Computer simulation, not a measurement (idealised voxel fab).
process module | voxel ribs on slabs
cross-section cut | 145 nm wide | cells 5 nm
A cross-section is a grid of square cells, given in bands from the top down. A band is one or more rows of cells.
Each band's line starts with the height of the band's top and of its bottom, in nm. Then come its materials from left to right, each with its width in nm. One material with "throughout" fills the band from edge to edge. "air" is empty space.
Height 0 is the level under which the wafer as received is all one material. The lowest band goes on downwards, as in "0 down".
A width such as "30 to 40" changes by the same amount from each row of cells to the next, from the band's top row to its bottom row.
"no change" after a step means that no cell of the cross-section changed.
closed voids: empty space of 8 cells or more with no open way to the top, each as width x height at its distance from the left edge, in nm
after a step's settings: what the simulator itself notes on the step
overlay nm, on a step with a mask: how far to the right of its planned place the mask lay; to the left if negative
plan
1 op RECEIVE | material Si
2 op DIRECTIONAL_DEP | material SiO2 | thk nm 30
3 op DIRECTIONAL_DEP | material polySi | thk nm 20
4 op DIRECTIONAL_DEP | material aC | thk nm 15
5 op PATTERN | tone cover | mask id RIB | material resist | width nm 30 | thk nm 35 | overlay nm 0
6 op DIRECTIONAL_ETCH | etch materials aC | depth nm 15
7 op STRIP | etch materials resist
8 op DIRECTIONAL_ETCH | etch materials polySi | depth nm 15
9 op STRIP | etch materials aC
10 op PATTERN | tone cover | mask id SLAB | material resist | width nm 90 | thk nm 15 | overlay nm 0
11 op DIRECTIONAL_ETCH | etch materials polySi | depth nm 5
12 op STRIP | etch materials resist
13 op FILL_DEP | material SiO2 | thk nm 25
14 op CMP | height nm 70
15 op DIRECTIONAL_DEP | material TiN | thk nm 5
16 op PATTERN | tone cover | mask id HEATER | material resist | width nm 40 | thk nm 15 | overlay nm 0
17 op DIRECTIONAL_ETCH | etch materials TiN | depth nm 5
18 op STRIP | etch materials resist
19 op CONFORMAL_DEP | material SiO2 | thk nm 10
first wafer, as planned
as received, after step 1
  0 down: Si throughout
  closed voids: none
after step 2
  30 to 0: SiO2 throughout
  below 0: unchanged
after step 3
  50 to 30: polySi throughout
  below 30: unchanged
after step 4
  65 to 50: aC throughout
  below 50: unchanged
after step 5
  100 to 65: air 55 | resist 30 | air 60
  below 65: unchanged
after step 6
  85 to 65: air 55 | resist 30 | air 60
  65 to 50: air 55 | aC 30 | air 60
  below 50: unchanged
after step 7
  65 to 50: air 55 | aC 30 | air 60
  below 50: unchanged
after step 8
  65 to 50: air 55 | aC 30 | air 60
  50 to 35: air 55 | polySi 30 | air 60
  below 35: unchanged
after step 9
  50 to 35: air 55 | polySi 30 | air 60
  below 35: unchanged
after step 10
  65 to 50: air 25 | resist 90 | air 30
  50 to 35: air 25 | resist 30 | polySi 30 | resist 30 | air 30
  below 35: unchanged
after step 11
  65 to 50: air 25 | resist 90 | air 30
  50 to 35: air 25 | resist 30 | polySi 30 | resist 30 | air 30
  35 to 30: air 25 | polySi 90 | air 30
  below 30: unchanged
after step 12
  50 to 35: air 55 | polySi 30 | air 60
  below 35: unchanged
after step 13
  75 to 50: SiO2 throughout
  50 to 35: SiO2 55 | polySi 30 | SiO2 60
  35 to 30: SiO2 25 | polySi 90 | SiO2 30
  below 30: unchanged
after step 14
  70 to 50: SiO2 throughout
  below 50: unchanged
after step 15
  75 to 70: TiN throughout
  below 70: unchanged
after step 16
  90 to 75: air 50 | resist 40 | air 55
  below 75: unchanged
after step 17
  90 to 75: air 50 | resist 40 | air 55
  75 to 70: air 50 | TiN 40 | air 55
  below 70: unchanged
after step 18
  75 to 70: air 50 | TiN 40 | air 55
  below 70: unchanged
after step 19
  85 to 80: air 40 | SiO2 60 | air 45
  80 to 75: SiO2 throughout
  75 to 70: SiO2 50 | TiN 40 | SiO2 55
  below 70: unchanged
second wafer: like start, like plan, one mistake. Through step 7 it matches the first wafer
when step 8 should have ended
  65 to 50: air 55 | aC 30 | air 60
  50 to 40: air 55 | polySi 30 | air 60
  below 40: unchanged
when step 9 should have ended
  50 to 40: air 55 | polySi 30 | air 60
  below 40: unchanged
when step 10 should have ended
  65 to 50: air 25 | resist 90 | air 30
  50 to 40: air 25 | resist 30 | polySi 30 | resist 30 | air 30
  below 40: unchanged
when step 11 should have ended
  65 to 50: air 25 | resist 90 | air 30
  50 to 40: air 25 | resist 30 | polySi 30 | resist 30 | air 30
  40 to 35: air 25 | polySi 90 | air 30
  below 35: unchanged
when step 12 should have ended
  50 to 40: air 55 | polySi 30 | air 60
  below 40: unchanged
when step 13 should have ended
  75 to 50: SiO2 throughout
  50 to 40: SiO2 55 | polySi 30 | SiO2 60
  40 to 35: SiO2 25 | polySi 90 | SiO2 30
  below 35: unchanged
when step 14 should have ended
  70 to 50: SiO2 throughout
  below 50: unchanged
when step 15 should have ended
  75 to 70: TiN throughout
  below 70: unchanged
when step 16 should have ended
  90 to 75: air 50 | resist 40 | air 55
  below 75: unchanged
when step 17 should have ended
  90 to 75: air 50 | resist 40 | air 55
  75 to 70: air 50 | TiN 40 | air 55
  below 70: unchanged
when step 18 should have ended
  75 to 70: air 50 | TiN 40 | air 55
  below 70: unchanged
when step 19 should have ended
  85 to 80: air 40 | SiO2 60 | air 45
  80 to 75: SiO2 throughout
  75 to 70: SiO2 50 | TiN 40 | SiO2 55
  below 70: unchanged
what went wrong: step 8 ran as: op DIRECTIONAL_ETCH | etch materials polySi | depth nm 10
at the end the second wafer has, in cells: 23 fewer of SiO2 | 23 more of polySi
